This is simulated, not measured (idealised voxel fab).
Title: Process Module voxel trench capacitor
Cross-section cut: width 205 nm, square cells of 5 nm.
Cross-section = grid of square cells, listed top down in bands; band = one or more rows. Each band's line starts with the height of the band's top and of its bottom, in nm. Then come its materials from left to right, each with its width in nm. One material with "throughout" fills the band from edge to edge. "empty" is empty space. Where do heights start? At 0: under that level the wafer as delivered is made of one material only. And the lowest band has no floor; it just carries on downward, as in "0 down". Width: "30..40" (first number = top row, second number = bottom row, same change from row to row of cells). Take "nothing changed" at face value: in the step it is given for, the cross-section changed in none of its cells. Any empty space of 8 cells or more lacking an open way to the top shows up in "Enclosed cavities" as width x height at distance, distance from the left edge, in nm. Whatever follows a step's settings on its line is a remark the simulator itself makes about that step. overlay nm: step with mask; distance mask lay right of planned place; negative value = left of planned place.
### Process steps (planned)
1: RECEIVE (material Si)
2: CONFORMAL_DEP (material SiN; thk nm 10)
3: DIRECTIONAL_DEP (material aC; thk nm 15)
4: PATTERN (tone open; mask id TRENCH; material resist; width nm 25; pitch nm 45; thk nm 35; overlay nm 0)
5: DIRECTIONAL_ETCH (etch materials aC; depth nm 15)
6: STRIP (etch materials resist)
7: DIRECTIONAL_ETCH (etch materials SiN; depth nm 10)
8: DIRECTIONAL_ETCH (etch materials Si; depth nm 40)
9: STRIP (etch materials aC)
10: CONFORMAL_DEP (material HfO2; thk nm 5)
11: CONFORMAL_DEP (material TiN; thk nm 5)
12: FILL_DEP (material W; thk nm 5)
13: CMP (height nm 10)
### The first of two wafers, run as planned
### Received-state cross-section, reflecting completion of step 1
0 down = Si throughout
Enclosed cavities: none
### How the wafer stands in section after step 2
10 to 0 = SiN throughout
All layers under 0 are left as they were.
### How the wafer stands in section after step 3
25 to 10 = aC throughout
All layers under 10 are left as they were.
### How the wafer stands in section after step 4
60 to 25 = resist=65, then empty=25, then resist=20, then empty=25, then resist=70
All layers under 25 are left as they were.
### How the wafer stands in section after step 5
45 to 25 = resist=65, then empty=25, then resist=20, then empty=25, then resist=70
25 to 10 = aC=65, then empty=25, then aC=20, then empty=25, then aC=70
All layers under 10 are left as they were.
### How the wafer stands in section after step 6
25 to 10 = aC=65, then empty=25, then aC=20, then empty=25, then aC=70
All layers under 10 are left as they were.
### How the wafer stands in section after step 7
25 to 10 = aC=65, then empty=25, then aC=20, then empty=25, then aC=70
10 to 0 = SiN=65, then empty=25, then SiN=20, then empty=25, then SiN=70
All layers under 0 are left as they were.
### How the wafer stands in section after step 8
25 to 10 = aC=65, then empty=25, then aC=20, then empty=25, then aC=70
10 to 0 = SiN=65, then empty=25, then SiN=20, then empty=25, then SiN=70
0 to -40 = Si=65, then empty=25, then Si=20, then empty=25, then Si=70
All layers under -40 are left as they were.
### How the wafer stands in section after step 9
10 to 0 = SiN=65, then empty=25, then SiN=20, then empty=25, then SiN=70
All layers under 0 are left as they were.
### How the wafer stands in section after step 10
15 to 10 = HfO2=70, then empty=15, then HfO2=30, then empty=15, then HfO2=75
10 to 0 = SiN=65, then HfO2=5, then empty=15, then HfO2=5, then SiN=20, then HfO2=5, then empty=15, then HfO2=5, then SiN=70
0 to -35 = Si=65, then HfO2=5, then empty=15, then HfO2=5, then Si=20, then HfO2=5, then empty=15, then HfO2=5, then Si=70
-35 to -40 = Si=65, then HfO2=25, then Si=20, then HfO2=25, then Si=70
All layers under -40 are left as they were.
### How the wafer stands in section after step 11
20 to 15 = TiN=75, then empty=5, then TiN=40, then empty=5, then TiN=80
15 to 10 = HfO2=70, then TiN=5, then empty=5, then TiN=5, then HfO2=30, then TiN=5, then empty=5, then TiN=5, then HfO2=75
10 to 0 = SiN=65, then HfO2=5, then TiN=5, then empty=5, then TiN=5, then HfO2=5, then SiN=20, then HfO2=5, then TiN=5, then empty=5, then TiN=5, then HfO2=5, then SiN=70
0 to -30 = Si=65, then HfO2=5, then TiN=5, then empty=5, then TiN=5, then HfO2=5, then Si=20, then HfO2=5, then TiN=5, then empty=5, then TiN=5, then HfO2=5, then Si=70
-30 to -35 = Si=65, then HfO2=5, then TiN=15, then HfO2=5, then Si=20, then HfO2=5, then TiN=15, then HfO2=5, then Si=70
All layers under -35 are left as they were.
### How the wafer stands in section after step 12
25 to 20 = W throughout
20 to 15 = TiN=75, then W=5, then TiN=40, then W=5, then TiN=80
15 to 10 = HfO2=70, then TiN=5, then W=5, then TiN=5, then HfO2=30, then TiN=5, then W=5, then TiN=5, then HfO2=75
10 to 0 = SiN=65, then HfO2=5, then TiN=5, then W=5, then TiN=5, then HfO2=5, then SiN=20, then HfO2=5, then TiN=5, then W=5, then TiN=5, then HfO2=5, then SiN=70
0 to -30 = Si=65, then HfO2=5, then TiN=5, then W=5, then TiN=5, then HfO2=5, then Si=20, then HfO2=5, then TiN=5, then W=5, then TiN=5, then HfO2=5, then Si=70
All layers under -30 are left as they were.
### How the wafer stands in section after step 13
10 to 0 = SiN=65, then HfO2=5, then TiN=5, then W=5, then TiN=5, then HfO2=5, then SiN=20, then HfO2=5, then TiN=5, then W=5, then TiN=5, then HfO2=5, then SiN=70
All layers under 0 are left as they were.
### Okay, second wafer. Nothing different at the start, nothing different in the plan, just one mistake somewhere in the running. As far as step 12, counting that step, it's the first wafer all over again
Second wafer: cross-section at the scheduled end of step 13: nothing changed
Which mistake was made when the wafer was run? step 13 of the plan got skipped, so it never ran
At the finish, the second wafer shows more or fewer cells for some materials than the first does: HfO2 +35; TiN +43; W +45
